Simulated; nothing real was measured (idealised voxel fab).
process module | voxel released beams
cross-section cut | 245 nm wide | cells 5 nm
A cross-section is a grid of square cells, given in bands from the top down. A band is one or more rows of cells.
Each band's line starts with the height of the band's top and of its bottom, in nm. Then come its materials from left to right, each with its width in nm. One material with "throughout" fills the band from edge to edge. "air" is empty space.
Height 0 is the level under which the wafer as received is all one material. The lowest band goes on downwards, as in "0 down".
A width such as "30 to 40" changes by the same amount from each row of cells to the next, from the band's top row to its bottom row.
"no change" after a step means that no cell of the cross-section changed.
closed voids: empty space of 8 cells or more with no open way to the top, each as width x height at its distance from the left edge, in nm
after a step's settings: what the simulator itself notes on the step
overlay nm, on a step with a mask: how far to the right of its planned place the mask lay; to the left if negative
plan
1 op RECEIVE | material Si
2 op CONFORMAL_DEP | material Al2O3 | thk nm 10
3 op DIRECTIONAL_DEP | material SiO2 | thk nm 20
4 op MASKED_ETCH | tone open | mask id ANCHOR | width nm 45 | etch materials SiO2 | depth nm 20 | overlay nm 0
5 op CONFORMAL_DEP | material polySi | thk nm 15
6 op MASKED_ETCH | tone cover | mask id BEAM | width nm 105 | etch materials polySi | depth nm 15 | overlay nm 0
7 op STRIP | etch materials SiO2
first wafer, as planned
as received, after step 1
  0 down: Si throughout
  closed voids: none
after step 2
  10 to 0: Al2O3 throughout
  below 0: unchanged
after step 3
  30 to 10: SiO2 throughout
  below 10: unchanged
after step 4
  30 to 10: SiO2 70 | air 45 | SiO2 130
  below 10: unchanged
after step 5
  45 to 30: polySi 85 | air 15 | polySi 145
  30 to 25: SiO2 70 | polySi 15 | air 15 | polySi 15 | SiO2 130
  25 to 10: SiO2 70 | polySi 45 | SiO2 130
  below 10: unchanged
after step 6
  45 to 30: air 65 | polySi 20 | air 15 | polySi 70 | air 75
  below 30: unchanged
after step 7
  45 to 30: air 65 | polySi 20 | air 15 | polySi 70 | air 75
  30 to 25: air 70 | polySi 15 | air 15 | polySi 15 | air 130
  25 to 10: air 70 | polySi 45 | air 130
  below 10: unchanged
second wafer: like start, like plan, one mistake. Through step 2 it matches the first wafer
when step 3 should have ended: no change
when step 4 should have ended: no change
when step 5 should have ended
  25 to 10: polySi throughout
  below 10: unchanged
when step 6 should have ended
  25 to 10: air 65 | polySi 105 | air 75
  below 10: unchanged
when step 7 should have ended: no change
what went wrong: step 3 was left out
at the end the second wafer has, in cells: 24 fewer of polySi
